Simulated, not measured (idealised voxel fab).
Title: Process Module voxel self aligned contacts
The cross-section on display is named cut; it measures 255 nm wide, and its cells are 5 nm squares.
Heads up, the way a cross-section reads in here is a grid of square cells, handed over as bands from the top down, with every band being one or more rows of cells. Each band's line starts with the height of the band's top and of its bottom, in nm. Then come its materials from left to right, each with its width in nm. One material with "everywhere" fills the band from edge to edge. "air" is empty space. Measure heights from 0. That's the level where, below it, the as-received wafer is all one material. The lowest band is bottomless and extends downward; write it as in "top 0, no bottom". Per-row width for "30->40": begins at first number (top row of band), ends at second number (bottom row), increment between rows held constant. "nothing was modified" for a step: no cell of the cross-section changed in that step. Closed-off voids of 8+ cells (no open route to the top) go in "Cavities, closed", written width x height at distance from the left edge, in nm. Formally, on a step line, whatever follows the settings is a remark that the simulator itself makes on the step. The optional step-line setting "overlay nm" applies to steps with a mask and quantifies how far to the right of its planned location the mask lay, a negative value indicating leftward placement.

Process steps (planned):
1) RECEIVE [material Si]
2) CONFORMAL_DEP [material SiO2] [thk nm 5]
3) DIRECTIONAL_DEP [material polySi] [thk nm 25]
4) DIRECTIONAL_DEP [material SiN] [thk nm 25]
5) PATTERN [tone cover] [mask id GATE] [material resist] [width nm 25] [pitch nm 60] [thk nm 15] [overlay nm 0]
6) DIRECTIONAL_ETCH [etch materials SiN] [depth nm 25]
7) DIRECTIONAL_ETCH [etch materials polySi] [depth nm 25]
8) STRIP [etch materials resist]
9) CONFORMAL_DEP [material SiN] [thk nm 10]
10) DIRECTIONAL_ETCH [etch materials SiN] [depth nm 10]
11) FILL_DEP [material SiO2] [thk nm 15]
12) CMP [height nm 60]
13) PATTERN [tone open] [mask id CONTACT] [material resist] [width nm 45] [thk nm 15] [overlay nm 0]
14) DIRECTIONAL_ETCH [etch materials SiO2] [depth nm 60]
15) STRIP [etch materials resist]
16) CONFORMAL_DEP [material TiN] [thk nm 5]
17) FILL_DEP [material Ru] [thk nm 5]
18) CMP [height nm 60]
19) CONFORMAL_DEP [material SiCN] [thk nm 5]

Shown in cross-section is the wafer as received, that is, as it stands after step 1:
top 0, no bottom | Si everywhere
Cavities, closed: none

The first of the two wafers as seen in cross-section once the module was finished; processing followed the plan:
top 65, bottom 60 | SiCN everywhere
top 60, bottom 55 | SiO2=105 | TiN=20 | Ru=5 | TiN=20 | SiO2=105
top 55, bottom 30 | SiO2=75 | SiN=45 | TiN=5 | Ru=5 | TiN=5 | SiN=45 | SiO2=75
top 30, bottom 5 | SiO2=75 | SiN=10 | polySi=25 | SiN=10 | TiN=5 | Ru=5 | TiN=5 | SiN=10 | polySi=25 | SiN=10 | SiO2=75
top 5, bottom 0 | SiO2=120 | TiN=15 | SiO2=120
top 0, no bottom | Si everywhere
Cavities, closed: none

Here is the second of the two wafers cut open at the end of the module - same start, same plan as the first one, but we made one mistake running it:
top 65, bottom 60 | SiCN everywhere
top 60, bottom 55 | SiO2=75 | SiN=45 | TiN=15 | SiN=45 | SiO2=75
top 55, bottom 30 | SiN everywhere
top 30, bottom 5 | polySi everywhere
top 5, bottom 0 | SiO2 everywhere
top 0, no bottom | Si everywhere
Cavities, closed: none
Error vs. plan: plan step 4 ran twice
Final cells, second wafer relative to first, materials higher or lower: 11 fewer of Ru, 143 more of SiN, 309 fewer of SiO2, 28 fewer of TiN, 205 more of polySi
